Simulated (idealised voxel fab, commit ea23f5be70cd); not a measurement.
The following process module bears the name voxel ribs on slabs.
FYI the section here is cut, 235 nm wide, cells are 5 nm squares.
In this document a cross-section is written as a grid of square cells. It is given as a series of bands, listed from the top down, and a band is one or more rows of cells. Band: top height; bottom height; in nm. Then, left to right: material with width in nm, for each material. "everywhere": a single material spanning edge to edge. "air": empty space. Height is counted from the level 0, under which the received wafer is composed throughout of one material. The lowest of the bands is not closed at the bottom but continues downward, in the notation "0 down". With a width like "30->40", each row of cells in the band differs from the next by the same amount, the top row carrying the first number and the bottom row the second. You'll sometimes find "everything unchanged" written for a step, and that's the way of saying that nowhere in the cross-section did a cell change during that step. In "Enclosed void list" the enclosed voids are listed, meaning empty spaces of 8 cells or larger without any opening to the top. The form is width x height at distance, distance from the left edge, units nm. It should be noted that, on the line of a given step, the content following the step's settings is a remark produced by the simulator itself with respect to that step. When a step includes a mask, the "overlay nm" setting on its line states how far to the right of its planned place that mask lay, and negative values state how far to the left.

The steps planned for the process are as follows
- 1: RECEIVE: material Si
- 2: DIRECTIONAL_DEP: material SiO2, thk nm 25
- 3: DIRECTIONAL_DEP: material polySi, thk nm 20
- 4: DIRECTIONAL_DEP: material aC, thk nm 10
- 5: PATTERN: tone cover, mask id RIB, material resist, width nm 30, thk nm 25, overlay nm 0
- 6: DIRECTIONAL_ETCH: etch materials aC, depth nm 10
- 7: STRIP: etch materials resist
- 8: DIRECTIONAL_ETCH: etch materials polySi, depth nm 10
- 9: STRIP: etch materials aC
- 10: MASKED_ETCH: tone cover, mask id SLAB, width nm 80, etch materials polySi, depth nm 10, overlay nm -15
- 11: FILL_DEP: material SiO2, thk nm 25
- 12: CMP: height nm 60
- 13: DIRECTIONAL_DEP: material TiN, thk nm 5
- 14: PATTERN: tone cover, mask id HEATER, material resist, width nm 40, thk nm 15, overlay nm 0
- 15: DIRECTIONAL_ETCH: etch materials TiN, depth nm 5
- 16: STRIP: etch materials resist
- 17: CONFORMAL_DEP: material SiO2, thk nm 5
The value of overlay nm given for step 10 in the plan refers to the first wafer; the wafers vary in this setting and are alike at the start.

Cross-section, first of several wafers, as delivered after step 1
> 0 down: Si everywhere
> Enclosed void list: none

Row per wafer, end-of-module: cell gain (+)/loss (-) by material since the wafer came in, then closed voids
overlay nm -15; +569 SiO2; +8 TiN; +44 polySi; Enclosed void list: none
overlay nm -10; +569 SiO2; +8 TiN; +44 polySi; Enclosed void list: none
overlay nm -5; +569 SiO2; +8 TiN; +44 polySi; Enclosed void list: none
overlay nm 0; +569 SiO2; +8 TiN; +44 polySi; Enclosed void list: none
overlay nm 5; +569 SiO2; +8 TiN; +44 polySi; Enclosed void list: none
overlay nm 10; +569 SiO2; +8 TiN; +44 polySi; Enclosed void list: none
overlay nm 15; +569 SiO2; +8 TiN; +44 polySi; Enclosed void list: none
